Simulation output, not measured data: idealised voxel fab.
process module | voxel wiring stack
cross-section cut | 220 nm wide | cells 5 nm
A cross-section is a grid of square cells, given in bands from the top down. A band is one or more rows of cells.
Each band's line starts with the height of the band's top and of its bottom, in nm. Then come its materials from left to right, each with its width in nm. One material with "throughout" fills the band from edge to edge. "air" is empty space.
Height 0 is the level under which the wafer as received is all one material. The lowest band goes on downwards, as in "0 down".
A width such as "30 to 40" changes by the same amount from each row of cells to the next, from the band's top row to its bottom row.
"no change" after a step means that no cell of the cross-section changed.
closed voids: empty space of 8 cells or more with no open way to the top, each as width x height at its distance from the left edge, in nm
after a step's settings: what the simulator itself notes on the step
overlay nm, on a step with a mask: how far to the right of its planned place the mask lay; to the left if negative
plan
1 op RECEIVE | material Si
2 op CONFORMAL_DEP | material SiO2 | thk nm 15
3 op CONFORMAL_DEP | material SiN | thk nm 5
4 op DIRECTIONAL_DEP | material SiO2 | thk nm 25
5 op DIRECTIONAL_DEP | material aC | thk nm 15
6 op PATTERN | tone open | mask id METAL_1 | material resist | width nm 20 | pitch nm 45 | thk nm 35 | overlay nm 0
7 op DIRECTIONAL_ETCH | etch materials aC | depth nm 15
8 op STRIP | etch materials resist
9 op DIRECTIONAL_ETCH | etch materials SiO2 | depth nm 25
10 op DIRECTIONAL_ETCH | etch materials SiN | depth nm 5
11 op STRIP | etch materials aC
12 op CONFORMAL_DEP | material TiN | thk nm 5
13 op FILL_DEP | material Ru | thk nm 10
14 op CMP | height nm 45
15 op EPI | material Ru | thk nm 5
16 op FILL_DEP | material SiCN | thk nm 5
17 op DIRECTIONAL_DEP | material lowk | thk nm 10
18 op PATTERN | tone open | mask id PLUG_1 | material resist | width nm 15 | pitch nm 90 | thk nm 15 | overlay nm 0
19 op DIRECTIONAL_ETCH | etch materials lowk | depth nm 10
20 op DIRECTIONAL_ETCH | etch materials SiCN | depth nm 5
21 op STRIP | etch materials resist
22 op EPI | material Ru | thk nm 10
23 op EPI | material Ru | thk nm 5
24 op DIRECTIONAL_DEP | material TiN | thk nm 5
25 op DIRECTIONAL_DEP | material Ru | thk nm 20
26 op DIRECTIONAL_DEP | material aC | thk nm 10
27 op PATTERN | tone cover | mask id METAL_2 | material resist | width nm 20 | pitch nm 45 | thk nm 30 | overlay nm 0
28 op DIRECTIONAL_ETCH | etch materials aC | depth nm 10
29 op STRIP | etch materials resist
30 op DIRECTIONAL_ETCH | etch materials Ru | depth nm 20
31 op DIRECTIONAL_ETCH | etch materials TiN | depth nm 5
32 op STRIP | etch materials aC
33 op CONFORMAL_DEP | material SiN | thk nm 5
34 op FILL_DEP | material lowk | thk nm 10
35 op CMP | height nm 90
36 op CONFORMAL_DEP | material SiCN | thk nm 5
37 op DIRECTIONAL_DEP | material SiO2 | thk nm 10
38 op PATTERN | tone open | mask id PLUG_2 | material resist | width nm 15 | pitch nm 90 | thk nm 20 | overlay nm 0
39 op DIRECTIONAL_ETCH | etch materials SiO2 | depth nm 10
40 op DIRECTIONAL_ETCH | etch materials SiCN | depth nm 5
41 op STRIP | etch materials resist
42 op EPI | material Ru | thk nm 10
43 op EPI | material Ru | thk nm 5
44 op CONFORMAL_DEP | material SiCN | thk nm 5
45 op DIRECTIONAL_DEP | material lowk | thk nm 25
46 op MASKED_ETCH | tone open | mask id METAL_3 | width nm 20 | pitch nm 45 | etch materials lowk | depth nm 25 | overlay nm 0
47 op MASKED_ETCH | tone open | mask id METAL_3 | width nm 20 | pitch nm 45 | etch materials SiCN | depth nm 5 | overlay nm 0
48 op CONFORMAL_DEP | material TiN | thk nm 5
49 op FILL_DEP | material Ru | thk nm 5
50 op CMP | height nm 135
51 op CONFORMAL_DEP | material SiCN | thk nm 5
as received, after step 1
  0 down: Si throughout
  closed voids: none
a wafer at the end: this start, this plan, one mistake
  140 to 135: SiCN throughout
  135 to 110: lowk 30 | TiN 5 | Ru 10 | TiN 5 | lowk 25 | TiN 5 | Ru 10 | TiN 5 | lowk 25 | TiN 5 | Ru 10 | TiN 5 | lowk 25 | TiN 5 | Ru 10 | TiN 5 | lowk 35
  110 to 105: SiCN 30 | TiN 20 | SiCN 25 | TiN 20 | SiCN 25 | TiN 20 | SiCN 25 | TiN 20 | SiCN 35
  105 to 100: SiCN 35 | TiN 5 | SiCN 85 | TiN 5 | SiCN 90
  100 to 90: SiO2 throughout
  90 to 70: lowk 25 | SiN 5 | Ru 20 | SiN 5 | lowk 15 | SiN 5 | Ru 20 | SiN 5 | lowk 15 | SiN 5 | Ru 20 | SiN 5 | lowk 15 | SiN 5 | Ru 20 | SiN 5 | lowk 30
  70 to 65: SiN 30 | TiN 20 | SiN 25 | TiN 20 | SiN 25 | TiN 20 | SiN 25 | TiN 20 | SiN 35
  65 to 55: lowk 30 | Ru 15 | lowk 75 | Ru 15 | lowk 85
  55 to 50: SiCN 30 | Ru 15 | SiCN 75 | Ru 15 | SiCN 85
  50 to 45: SiCN 25 | Ru 30 | SiCN 15 | Ru 30 | SiCN 15 | Ru 30 | SiCN 15 | Ru 30 | SiCN 30
  45 to 20: SiO2 30 | TiN 5 | Ru 10 | TiN 5 | SiO2 25 | TiN 5 | Ru 10 | TiN 5 | SiO2 25 | TiN 5 | Ru 10 | TiN 5 | SiO2 25 | TiN 5 | Ru 10 | TiN 5 | SiO2 35
  20 to 15: SiN 30 | TiN 20 | SiN 25 | TiN 20 | SiN 25 | TiN 20 | SiN 25 | TiN 20 | SiN 35
  15 to 0: SiO2 throughout
  0 down: Si throughout
  closed voids: none
what went wrong: steps 36 and 37 were swapped
